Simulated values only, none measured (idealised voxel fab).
The document below concerns the process module designated voxel quadruple lines.
Section cut is 190 nm wide and gridded with 5 nm square cells.
Cross-section, as written here: a square-cell grid given band by band from the top down, where a band holds one or more rows of cells. Each band's line starts with the height of the band's top and of its bottom, in nm. Then come its materials from left to right, each with its width in nm. One material with "edge to edge" fills the band from edge to edge. "blank" is empty space. Heads up on the height convention: 0 is the point under which the incoming wafer is all one material, and the lowest band has no bottom, it just keeps going down, like "0 -> down". The width entry "30->40" should be interpreted row by row: the top row of cells in the band takes the first number, the bottom row takes the second number, and the change between adjacent rows is uniform throughout. Any step labelled "everything unchanged" changed none of the cells in the cross-section. "Enclosed void entries": empty spaces of 8 cells or more with no open way to the top, each given as width x height at distance, distance from the left edge, all in nm. Post-settings text on a step line: simulator's own remark regarding the step. overlay nm: mask offset rightward from planned place, masked step; negative means leftward offset.
The process steps that were planned are listed below:
1: RECEIVE [material Si]
2: CONFORMAL_DEP [material SiO2] [thk nm 10]
3: DIRECTIONAL_DEP [material W] [thk nm 15]
4: DIRECTIONAL_DEP [material polySi] [thk nm 15]
5: DIRECTIONAL_DEP [material aC] [thk nm 25]
6: PATTERN [tone cover] [mask id MANDREL] [material resist] [width nm 20] [pitch nm 60] [thk nm 30] [overlay nm 0]
7: DIRECTIONAL_ETCH [etch materials aC] [depth nm 25]
8: STRIP [etch materials resist]
9: CONFORMAL_DEP [material SiO2] [thk nm 10]
10: DIRECTIONAL_ETCH [etch materials SiO2] [depth nm 10]
11: STRIP [etch materials aC]
12: DIRECTIONAL_ETCH [etch materials polySi] [depth nm 15]
13: STRIP [etch materials SiO2]
14: CONFORMAL_DEP [material SiCN] [thk nm 5]
15: DIRECTIONAL_ETCH [etch materials SiCN] [depth nm 5]
16: STRIP [etch materials polySi]
17: DIRECTIONAL_ETCH [etch materials W] [depth nm 15]
18: STRIP [etch materials SiCN]
Incoming wafer, cross-sectional view, post step 1:
> 0 -> down | Si edge to edge
> Enclosed void entries: none
End-of-module cross-section of the first of two wafers, processed as planned:
> 25 -> 10 | blank 40; W 5; blank 10; W 5; blank 10; W 5; blank 10; W 5; blank 10; W 5; blank 10; W 5; blank 10; W 5; blank 10; W 5; blank 40
> 10 -> 0 | SiO2 edge to edge
> 0 -> down | Si edge to edge
> Enclosed void entries: none
Now the second wafer, cross-sectioned at the end of the module. Nothing different at the start, nothing different in the plan compared with the first, just one mistake when it was actually run:
> 25 -> 10 | blank 40; W 5; blank 10; W 5; blank 10; W 5; blank 10; W 5; blank 10; W 5; blank 10; W 5; blank 10; W 5; blank 10; W 5; blank 40
> 10 -> 0 | W edge to edge
> 0 -> down | Si edge to edge
> Enclosed void entries: none
Here's what went sideways: step 2 was processed under conditions differing from the plan, specifically as CONFORMAL_DEP [material W] [thk nm 10]
Final cells, second wafer relative to first, materials higher or lower: SiO2: 76 fewer | W: 76 more
